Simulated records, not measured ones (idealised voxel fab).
Name of the process module below: voxel spacer lines
Cross-section cut: width 220 nm, square cells of 5 nm.
Cross-section spec: square-cell grid; bands listed top down; each band is one or more rows.
Each band's line starts with the height of the band's top and of its bottom, in nm. Then come its materials from left to right, each with its width in nm. One material with "throughout" fills the band from edge to edge. "empty" is empty space.
Height reference: 0 = level under which incoming wafer is all one material. Lowest band: no bottom, runs on downward, e.g. "from 0 down".
Think of "30->40" as a width that walks from the first number to the second as you go down the band, top row to bottom row, taking equal-sized steps from row to row.
Take "nothing changed" at face value: in the step it is given for, the cross-section changed in none of its cells.
"Enclosed cavity list" means: voids of 8 cells or more that are shut off from the top with no open way through. Written width x height at distance, distance from the left edge, in nm.
The remark found on a step's line after its settings is issued by the simulator itself and pertains to that step.
Regarding "overlay nm": on a step with a mask, it is the distance the mask lay to the right of its planned place; a negative value places it to the left.
-- The following list gives the planned process steps
1,op RECEIVE | material Si
2,op CONFORMAL_DEP | material Al2O3 | thk nm 5
3,op DIRECTIONAL_DEP | material TiN | thk nm 20
4,op DIRECTIONAL_DEP | material polySi | thk nm 20
5,op PATTERN | tone cover | mask id MANDREL | material resist | width nm 15 | pitch nm 60 | thk nm 25 | overlay nm 0
6,op DIRECTIONAL_ETCH | etch materials polySi | depth nm 20
7,op STRIP | etch materials resist
8,op CONFORMAL_DEP | material SiN | thk nm 15
9,op DIRECTIONAL_ETCH | etch materials SiN | depth nm 15
10,op STRIP | etch materials polySi
11,op DIRECTIONAL_ETCH | etch materials TiN | depth nm 20
12,op STRIP | etch materials SiN
-- Incoming wafer, cross-sectional view, post step 1
	from 0 down  Si throughout
	Enclosed cavity list: none
-- Cross-sectional image of the first of two wafers at the end of the module, the run having proceeded as planned
	from 25 to 5  55 empty | 15 TiN | 15 empty | 15 TiN | 15 empty | 15 TiN | 15 empty | 15 TiN | 60 empty
	from 5 to 0  Al2O3 throughout
	from 0 down  Si throughout
	Enclosed cavity list: none
-- Wafer two, end of module, cross-section. Same start, same plan as wafer one. One mistake in the run
	from 25 to 5  70 empty | 15 TiN | 45 empty | 15 TiN | 75 empty
	from 5 to 0  Al2O3 throughout
	from 0 down  Si throughout
	Enclosed cavity list: none
It is concluded that the wafer was processed incorrectly with respect to the plan, in that rather than as planned, step 5 actually ran as op PATTERN | tone open | mask id MANDREL | material resist | width nm 15 | pitch nm 60 | thk nm 25 | overlay nm 0
Final difference in cells, second wafer against first, listed per material as more or fewer: 24 fewer of TiN
